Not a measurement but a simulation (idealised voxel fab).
Documented hereafter: the process module known as voxel spacer lines.
It is cross-section cut that appears here, measuring 295 nm in width, its square cells being 5 nm in size.
A cross-section is a grid of square cells, given in bands from the top down. A band is one or more rows of cells.
Top height, bottom height, nm. Materials left to right, width each, nm. Single material + "everywhere" = fills band edge to edge. "blank" = empty.
It should be noted that heights are counted from 0, beneath which the wafer as supplied is of one material throughout, and that the lowest band possesses no lower boundary but continues downward, as written in "0 and below".
A two-number width, for instance "30->40", indicates that the width is equal to the first number in the top row of the band and to the second number in the bottom row, and that it changes by a constant amount per row of cells.
"all unchanged" (step): cross-section cells unchanged, all of them.
"Trapped void list" enumerates empty spaces isolated from the top, with no open way to it, that contain at least 8 cells, giving each as width x height at distance from the left edge, all three in nm.
Step line, after settings: the simulator's comment on this step.
On any step carrying a mask, the "overlay nm" setting, if present on the step's line, tells how far right of its planned place the mask lay; negative values point to the left.

### These are the steps we planned for the process
step 1: op RECEIVE | material Si
step 2: op CONFORMAL_DEP | material Al2O3 | thk nm 5
step 3: op DIRECTIONAL_DEP | material W | thk nm 15
step 4: op DIRECTIONAL_DEP | material aC | thk nm 20
step 5: op PATTERN | tone cover | mask id MANDREL | material resist | width nm 20 | pitch nm 60 | thk nm 25 | overlay nm 0
step 6: op DIRECTIONAL_ETCH | etch materials aC | depth nm 20
step 7: op STRIP | etch materials resist
step 8: op CONFORMAL_DEP | material SiN | thk nm 10
step 9: op DIRECTIONAL_ETCH | etch materials SiN | depth nm 10
step 10: op STRIP | etch materials aC
step 11: op DIRECTIONAL_ETCH | etch materials W | depth nm 15
step 12: op STRIP | etch materials SiN
step 13: op FILL_DEP | material lowk | thk nm 5
step 14: op CMP | height nm 20

### Run as planned: first of two wafers

### Wafer as received: cross-section following step 1
0 and below | Si everywhere
Trapped void list: none

### Step 2 done - wafer cross-section
5 down to 0 | Al2O3 everywhere
Below 0, the layers are the same as they were.

### Step 3 done - wafer cross-section
20 down to 5 | W everywhere
Below 5, the layers are the same as they were.

### Step 4 done - wafer cross-section
40 down to 20 | aC everywhere
Below 20, the layers are the same as they were.

### Step 5 done - wafer cross-section
65 down to 40 | blank=75 / resist=20 / blank=40 / resist=20 / blank=40 / resist=20 / blank=80
Below 40, the layers are the same as they were.

### Step 6 done - wafer cross-section
45 down to 40 | blank=75 / resist=20 / blank=40 / resist=20 / blank=40 / resist=20 / blank=80
40 down to 20 | blank=75 / aC=20 / blank=40 / aC=20 / blank=40 / aC=20 / blank=80
Below 20, the layers are the same as they were.

### Step 7 done - wafer cross-section
40 down to 20 | blank=75 / aC=20 / blank=40 / aC=20 / blank=40 / aC=20 / blank=80
Below 20, the layers are the same as they were.

### Step 8 done - wafer cross-section
50 down to 40 | blank=65 / SiN=40 / blank=20 / SiN=40 / blank=20 / SiN=40 / blank=70
40 down to 30 | blank=65 / SiN=10 / aC=20 / SiN=10 / blank=20 / SiN=10 / aC=20 / SiN=10 / blank=20 / SiN=10 / aC=20 / SiN=10 / blank=70
30 down to 20 | SiN=75 / aC=20 / SiN=40 / aC=20 / SiN=40 / aC=20 / SiN=80
Below 20, the layers are the same as they were.

### Step 9 done - wafer cross-section
40 down to 20 | blank=65 / SiN=10 / aC=20 / SiN=10 / blank=20 / SiN=10 / aC=20 / SiN=10 / blank=20 / SiN=10 / aC=20 / SiN=10 / blank=70
Below 20, the layers are the same as they were.

### Step 10 done - wafer cross-section
40 down to 20 | blank=65 / SiN=10 / blank=20 / SiN=10 / blank=20 / SiN=10 / blank=20 / SiN=10 / blank=20 / SiN=10 / blank=20 / SiN=10 / blank=70
Below 20, the layers are the same as they were.

### Step 11 done - wafer cross-section
40 down to 20 | blank=65 / SiN=10 / blank=20 / SiN=10 / blank=20 / SiN=10 / blank=20 / SiN=10 / blank=20 / SiN=10 / blank=20 / SiN=10 / blank=70
20 down to 5 | blank=65 / W=10 / blank=20 / W=10 / blank=20 / W=10 / blank=20 / W=10 / blank=20 / W=10 / blank=20 / W=10 / blank=70
Below 5, the layers are the same as they were.

### Step 12 done - wafer cross-section
20 down to 5 | blank=65 / W=10 / blank=20 / W=10 / blank=20 / W=10 / blank=20 / W=10 / blank=20 / W=10 / blank=20 / W=10 / blank=70
Below 5, the layers are the same as they were.

### Step 13 done - wafer cross-section
25 down to 20 | lowk everywhere
20 down to 5 | lowk=65 / W=10 / lowk=20 / W=10 / lowk=20 / W=10 / lowk=20 / W=10 / lowk=20 / W=10 / lowk=20 / W=10 / lowk=70
Below 5, the layers are the same as they were.

### Step 14 done - wafer cross-section
20 down to 5 | lowk=65 / W=10 / lowk=20 / W=10 / lowk=20 / W=10 / lowk=20 / W=10 / lowk=20 / W=10 / lowk=20 / W=10 / lowk=70
Below 5, the layers are the same as they were.

### Wafer two of the pair: same origin, same plan, one error during the run; identical to wafer one up to and including step 1

Cross-section: second wafer, time at which step 2 was scheduled to end: all unchanged

### Cross-section: second wafer, time at which step 3 was scheduled to end
15 down to 0 | W everywhere
Below 0, the layers are the same as they were.

### Cross-section: second wafer, time at which step 4 was scheduled to end
35 down to 15 | aC everywhere
Below 15, the layers are the same as they were.

### Cross-section: second wafer, time at which step 5 was scheduled to end
60 down to 35 | blank=75 / resist=20 / blank=40 / resist=20 / blank=40 / resist=20 / blank=80
Below 35, the layers are the same as they were.

### Cross-section: second wafer, time at which step 6 was scheduled to end
40 down to 35 | blank=75 / resist=20 / blank=40 / resist=20 / blank=40 / resist=20 / blank=80
35 down to 15 | blank=75 / aC=20 / blank=40 / aC=20 / blank=40 / aC=20 / blank=80
Below 15, the layers are the same as they were.

### Cross-section: second wafer, time at which step 7 was scheduled to end
35 down to 15 | blank=75 / aC=20 / blank=40 / aC=20 / blank=40 / aC=20 / blank=80
Below 15, the layers are the same as they were.

### Cross-section: second wafer, time at which step 8 was scheduled to end
45 down to 35 | blank=65 / SiN=40 / blank=20 / SiN=40 / blank=20 / SiN=40 / blank=70
35 down to 25 | blank=65 / SiN=10 / aC=20 / SiN=10 / blank=20 / SiN=10 / aC=20 / SiN=10 / blank=20 / SiN=10 / aC=20 / SiN=10 / blank=70
25 down to 15 | SiN=75 / aC=20 / SiN=40 / aC=20 / SiN=40 / aC=20 / SiN=80
Below 15, the layers are the same as they were.

### Cross-section: second wafer, time at which step 9 was scheduled to end
35 down to 15 | blank=65 / SiN=10 / aC=20 / SiN=10 / blank=20 / SiN=10 / aC=20 / SiN=10 / blank=20 / SiN=10 / aC=20 / SiN=10 / blank=70
Below 15, the layers are the same as they were.

### Cross-section: second wafer, time at which step 10 was scheduled to end
35 down to 15 | blank=65 / SiN=10 / blank=20 / SiN=10 / blank=20 / SiN=10 / blank=20 / SiN=10 / blank=20 / SiN=10 / blank=20 / SiN=10 / blank=70
Below 15, the layers are the same as they were.

### Cross-section: second wafer, time at which step 11 was scheduled to end
35 down to 15 | blank=65 / SiN=10 / blank=20 / SiN=10 / blank=20 / SiN=10 / blank=20 / SiN=10 / blank=20 / SiN=10 / blank=20 / SiN=10 / blank=70
15 down to 0 | blank=65 / W=10 / blank=20 / W=10 / blank=20 / W=10 / blank=20 / W=10 / blank=20 / W=10 / blank=20 / W=10 / blank=70
Below 0, the layers are the same as they were.

### Cross-section: second wafer, time at which step 12 was scheduled to end
15 down to 0 | blank=65 / W=10 / blank=20 / W=10 / blank=20 / W=10 / blank=20 / W=10 / blank=20 / W=10 / blank=20 / W=10 / blank=70
Below 0, the layers are the same as they were.

### Cross-section: second wafer, time at which step 13 was scheduled to end
20 down to 15 | lowk everywhere
15 down to 0 | lowk=65 / W=10 / lowk=20 / W=10 / lowk=20 / W=10 / lowk=20 / W=10 / lowk=20 / W=10 / lowk=20 / W=10 / lowk=70
Below 0, the layers are the same as they were.

Cross-section: second wafer, time at which step 14 was scheduled to end: all unchanged
Diagnosis: step 2 from the plan never happened, it was just skipped
Count the cells at the end and the second wafer has more or fewer of some materials than the first: Al2O3: 59 fewer | lowk: 59 more
